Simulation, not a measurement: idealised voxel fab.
You're looking at the process module voxel air gaps.
The width of the displayed cross-section, cut, is 260 nm; its cells are square, with a size of 5 nm.
Just so we're on the same page, the cross-sections are grids of square cells, and they're listed out in bands top to bottom, each band one or more rows deep. Quick guide to a band line: top height, bottom height (nm) up front; then every material left to right with its width in nm. Only one material and it's marked "all across"? Then it fills the band edge to edge. And "empty" just means empty space. Below 0: as-received wafer, all one material; heights counted from there. Lowest band: no bottom, goes on down, written "z 0 and below". Width "30 to 40": first value at the band's top row of cells, second value at its bottom row, equal change from row to row. Given "no change" for a step, no cell of the cross-section differs between before and after that step. Basically, "Closed internal voids" tells you about the enclosed voids: empty spaces with no open way to the top, 8 cells or bigger, each written width x height at distance, where distance is from the left edge, all in nm. Post-settings text on a step line: simulator's own remark regarding the step. Steps that use a mask can have "overlay nm" on their line. It says how far the mask sat to the right of where it was meant to be. Negative means to the left.

### The process steps that were planned are listed below
1) RECEIVE,material Si
2) CONFORMAL_DEP,material SiO2,thk nm 10
3) CONFORMAL_DEP,material SiCN,thk nm 5
4) DIRECTIONAL_DEP,material lowk,thk nm 40
5) DIRECTIONAL_DEP,material aC,thk nm 15
6) PATTERN,tone open,mask id LINES,material resist,width nm 25,pitch nm 50,thk nm 35,overlay nm -15
7) DIRECTIONAL_ETCH,etch materials aC,depth nm 15
8) STRIP,etch materials resist
9) DIRECTIONAL_ETCH,etch materials lowk,depth nm 40
10) STRIP,etch materials aC
11) CONFORMAL_DEP,material TiN,thk nm 5
12) FILL_DEP,material W,thk nm 5
13) CMP,height nm 55
14) EPI,material Ru,thk nm 10
15) SELECTIVE_ETCH,etch materials lowk,depth nm 50
16) CONFORMAL_DEP,material SiCN,thk nm 5
Same starting wafers, different overlay nm at step 6. Plan value belongs to the first wafer.

### As-received cross-section, first of several wafers, post step 1
> z 0 and below  Si all across
> Closed internal voids: none

### Rows = wafers. At module end, each row lists per material the cells gained (+) or lost (-) since the wafer was received, then the closed voids
overlay nm -15, +72 Ru, +204 SiCN, +104 SiO2, +76 TiN, +84 W, Closed internal voids: 15 x 30 at 55; 15 x 30 at 105; 15 x 30 at 155
overlay nm -10, +72 Ru, +204 SiCN, +104 SiO2, +76 TiN, +84 W, Closed internal voids: 15 x 30 at 60; 15 x 30 at 110; 15 x 30 at 160
overlay nm -5, +72 Ru, +204 SiCN, +104 SiO2, +76 TiN, +84 W, Closed internal voids: 15 x 30 at 65; 15 x 30 at 115; 15 x 30 at 165
overlay nm 0, +72 Ru, +204 SiCN, +104 SiO2, +76 TiN, +84 W, Closed internal voids: 15 x 30 at 70; 15 x 30 at 120; 15 x 30 at 170
overlay nm 5, +72 Ru, +204 SiCN, +104 SiO2, +76 TiN, +84 W, Closed internal voids: 15 x 30 at 75; 15 x 30 at 125; 15 x 30 at 175
overlay nm 10, +72 Ru, +204 SiCN, +104 SiO2, +76 TiN, +84 W, Closed internal voids: 15 x 30 at 80; 15 x 30 at 130; 15 x 30 at 180
overlay nm 15, +72 Ru, +204 SiCN, +104 SiO2, +76 TiN, +84 W, Closed internal voids: 15 x 30 at 85; 15 x 30 at 135; 15 x 30 at 185
